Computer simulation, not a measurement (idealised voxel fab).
process module | voxel trench capacitor
cross-section cut | 225 nm wide | cells 5 nm
A cross-section is a grid of square cells, given in bands from the top down. A band is one or more rows of cells.
Each band's line starts with the height of the band's top and of its bottom, in nm. Then come its materials from left to right, each with its width in nm. One material with "throughout" fills the band from edge to edge. "air" is empty space.
Height 0 is the level under which the wafer as received is all one material. The lowest band goes on downwards, as in "0 down".
A width such as "30 to 40" changes by the same amount from each row of cells to the next, from the band's top row to its bottom row.
"no change" after a step means that no cell of the cross-section changed.
closed voids: empty space of 8 cells or more with no open way to the top, each as width x height at its distance from the left edge, in nm
after a step's settings: what the simulator itself notes on the step
overlay nm, on a step with a mask: how far to the right of its planned place the mask lay; to the left if negative
plan
1 op RECEIVE | material Si
2 op CONFORMAL_DEP | material SiN | thk nm 5
3 op MASKED_ETCH | tone open | mask id TRENCH | width nm 25 | pitch nm 50 | etch materials SiN | depth nm 5 | overlay nm 0
4 op MASKED_ETCH | tone open | mask id TRENCH | width nm 25 | pitch nm 50 | etch materials Si | depth nm 40 | overlay nm 0
5 op CONFORMAL_DEP | material HfO2 | thk nm 5
6 op CONFORMAL_DEP | material TiN | thk nm 5
7 op FILL_DEP | material W | thk nm 5
8 op CMP | height nm 5
as received, after step 1
  0 down: Si throughout
  closed voids: none
a wafer at the end: this start, this plan, one mistake
  5 to 0: SiN 25 | HfO2 5 | TiN 5 | W 5 | TiN 5 | HfO2 5 | SiN 25 | HfO2 5 | TiN 5 | W 5 | TiN 5 | HfO2 5 | SiN 25 | HfO2 5 | TiN 5 | W 5 | TiN 5 | HfO2 5 | SiN 25 | HfO2 5 | TiN 5 | W 5 | TiN 5 | HfO2 5 | SiN 25
  0 to -70: Si 25 | HfO2 5 | TiN 5 | W 5 | TiN 5 | HfO2 5 | Si 25 | HfO2 5 | TiN 5 | W 5 | TiN 5 | HfO2 5 | Si 25 | HfO2 5 | TiN 5 | W 5 | TiN 5 | HfO2 5 | Si 25 | HfO2 5 | TiN 5 | W 5 | TiN 5 | HfO2 5 | Si 25
  -70 to -75: Si 25 | HfO2 5 | TiN 15 | HfO2 5 | Si 25 | HfO2 5 | TiN 15 | HfO2 5 | Si 25 | HfO2 5 | TiN 15 | HfO2 5 | Si 25 | HfO2 5 | TiN 15 | HfO2 5 | Si 25
  -75 to -80: Si 25 | HfO2 25 | Si 25 | HfO2 25 | Si 25 | HfO2 25 | Si 25 | HfO2 25 | Si 25
  -80 down: Si throughout
  closed voids: none
what went wrong: step 4 was run twice
